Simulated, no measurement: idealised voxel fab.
The document below concerns the process module designated voxel gate over fins.
FYI the section here is cut, 255 nm wide, cells are 5 nm squares.
In what follows, cross-sections appear as grids of square cells, described through bands that run from the top down, where every band is one or more rows of cells.
Band: top and bottom heights (nm) first, top before bottom; then materials from left to right, widths in nm. "throughout" marks a sole material filling the band edge to edge. "air" denotes empty space.
Where do heights start? At 0: under that level the wafer as delivered is made of one material only. And the lowest band has no floor; it just carries on downward, as in "0 and below".
The expression "30->40" gives the width at the extremes of the band, the first number at its top row of cells and the second at its bottom row, with the width changing by equal amounts from each row to the next in between.
Where a step carries "nothing changed", the cross-section came out of it unchanged, cell for cell.
"Completely enclosed voids": sealed empty spaces, 8 cells or more, no open way to top, listed width x height at distance, with distance from the left edge and width, height and distance in nm.
after a step's settings: what the simulator itself notes on the step
overlay nm: how far to the right of its planned place the mask lay on this masked step (negative: to the left).

LISTED BELOW ARE THE PROCESS STEPS AS PLANNED
1) RECEIVE,material Si
2) CONFORMAL_DEP,material SiN,thk nm 10
3) MASKED_ETCH,tone cover,mask id FINS,width nm 15,pitch nm 55,etch materials SiN,depth nm 10,overlay nm 0
4) MASKED_ETCH,tone cover,mask id FINS,width nm 15,pitch nm 55,etch materials Si,depth nm 40,overlay nm 0
5) OXIDIZE,depth nm 5
6) FILL_DEP,material SiO2,thk nm 10
7) CMP,height nm 10
8) DIRECTIONAL_DEP,material aC,thk nm 10
9) PATTERN,tone open,mask id RAIL,material resist,width nm 15,thk nm 30,overlay nm -15
10) DIRECTIONAL_ETCH,etch materials aC,depth nm 10
11) STRIP,etch materials resist
12) DIRECTIONAL_ETCH,etch materials SiO2,depth nm 45
13) STRIP,etch materials aC
14) CONFORMAL_DEP,material TiN,thk nm 5
15) FILL_DEP,material W,thk nm 10
16) CMP,height nm 10
17) SELECTIVE_ETCH,etch materials W Ru TiN,depth nm 35
18) FILL_DEP,material SiO2,thk nm 5
19) CMP,height nm 10
20) SELECTIVE_ETCH,etch materials SiO2,depth nm 25
21) STRIP,etch materials SiN
22) CONFORMAL_DEP,material HfO2,thk nm 5
23) CONFORMAL_DEP,material TiN,thk nm 5
24) FILL_DEP,material W,thk nm 15
25) CMP,height nm 20
26) CONFORMAL_DEP,material SiCN,thk nm 10
What sets these wafers apart? The overlay nm at step 9. They all start alike, and the plan carries the first wafer's value.

FIRST WAFER AS RECEIVED, AFTER STEP 1
* 0 and below: Si throughout
* Completely enclosed voids: none

HEADS UP, THIS TABLE GOES WAFER BY WAFER. A ROW TELLS YOU, AT THE END OF THE MODULE, HOW MANY CELLS OF EACH MATERIAL THAT WAFER HAS PUT ON (+) OR DROPPED (-) SINCE IT WAS RECEIVED, AND THEN ITS CLOSED VOIDS
overlay nm -15 | +75 HfO2 | -423 Si | +102 SiCN | +278 SiO2 | +79 TiN | +195 W | Completely enclosed voids: none
overlay nm -10 | +75 HfO2 | -423 Si | +102 SiCN | +276 SiO2 | +80 TiN | +196 W | Completely enclosed voids: none
overlay nm -5 | +75 HfO2 | -423 Si | +102 SiCN | +276 SiO2 | +80 TiN | +196 W | Completely enclosed voids: none
overlay nm 0 | +75 HfO2 | -423 Si | +102 SiCN | +276 SiO2 | +80 TiN | +196 W | Completely enclosed voids: none
overlay nm 5 | +75 HfO2 | -423 Si | +102 SiCN | +276 SiO2 | +80 TiN | +196 W | Completely enclosed voids: none
overlay nm 10 | +75 HfO2 | -423 Si | +102 SiCN | +276 SiO2 | +80 TiN | +196 W | Completely enclosed voids: none
overlay nm 15 | +75 HfO2 | -423 Si | +102 SiCN | +276 SiO2 | +80 TiN | +196 W | Completely enclosed voids: none
